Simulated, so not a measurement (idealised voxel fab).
You're looking at the process module voxel double patterning.
Section cut is 230 nm wide and gridded with 5 nm square cells.
For the purposes of this document, a cross-section shall be understood as a grid of square cells, specified as bands listed in top-to-bottom order, each band consisting of one or more rows of cells. Quick guide to a band line: top height, bottom height (nm) up front; then every material left to right with its width in nm. Only one material and it's marked "full width"? Then it fills the band edge to edge. And "air" just means empty space. Note: height 0 marks the level under which the wafer is uniformly one material as received. Lowest band unbounded below, written "top 0, no bottom". Per-row width for "30..40": begins at first number (top row of band), ends at second number (bottom row), increment between rows held constant. Where a step carries "all unchanged", the cross-section came out of it unchanged, cell for cell. So "Cavities, sealed" is basically the list of trapped voids: any empty space of 8 cells or more that can't reach the top through an opening. They're written width x height at distance, the distance being from the left edge, and it's all nm. Text after the settings on a step's line: the simulator's own remark on that step. "overlay nm" on a masked step: distance the mask lay right of its planned place, negative for left.
## Below is the list of planned process steps
1,RECEIVE: material Si
2,CONFORMAL_DEP: material SiN, thk nm 5
3,DIRECTIONAL_DEP: material SiO2, thk nm 15
4,DIRECTIONAL_DEP: material SiCN, thk nm 10
5,PATTERN: tone open, mask id FIRST, material resist, width nm 15, pitch nm 50, thk nm 15, overlay nm 0
6,DIRECTIONAL_ETCH: etch materials SiCN, depth nm 10
7,STRIP: etch materials resist
8,PATTERN: tone open, mask id SECOND, material resist, width nm 15, pitch nm 50, thk nm 20, overlay nm 0
9,DIRECTIONAL_ETCH: etch materials SiCN, depth nm 10
10,STRIP: etch materials resist
11,DIRECTIONAL_ETCH: etch materials SiO2, depth nm 15
12,STRIP: etch materials SiCN
## As-received state of the wafer in cross-section, equivalent to post-step 1
> top 0, no bottom | Si full width
> Cavities, sealed: none
## Starting wafer: above. Plan: above. Run: one mistake. Cross-section after the module: below
> top 20, bottom 15 | SiN full width
> top 15, bottom 0 | SiO2 full width
> top 0, no bottom | Si full width
> Cavities, sealed: none
The plan and the run diverged here: plan steps 2 and 3 run swapped
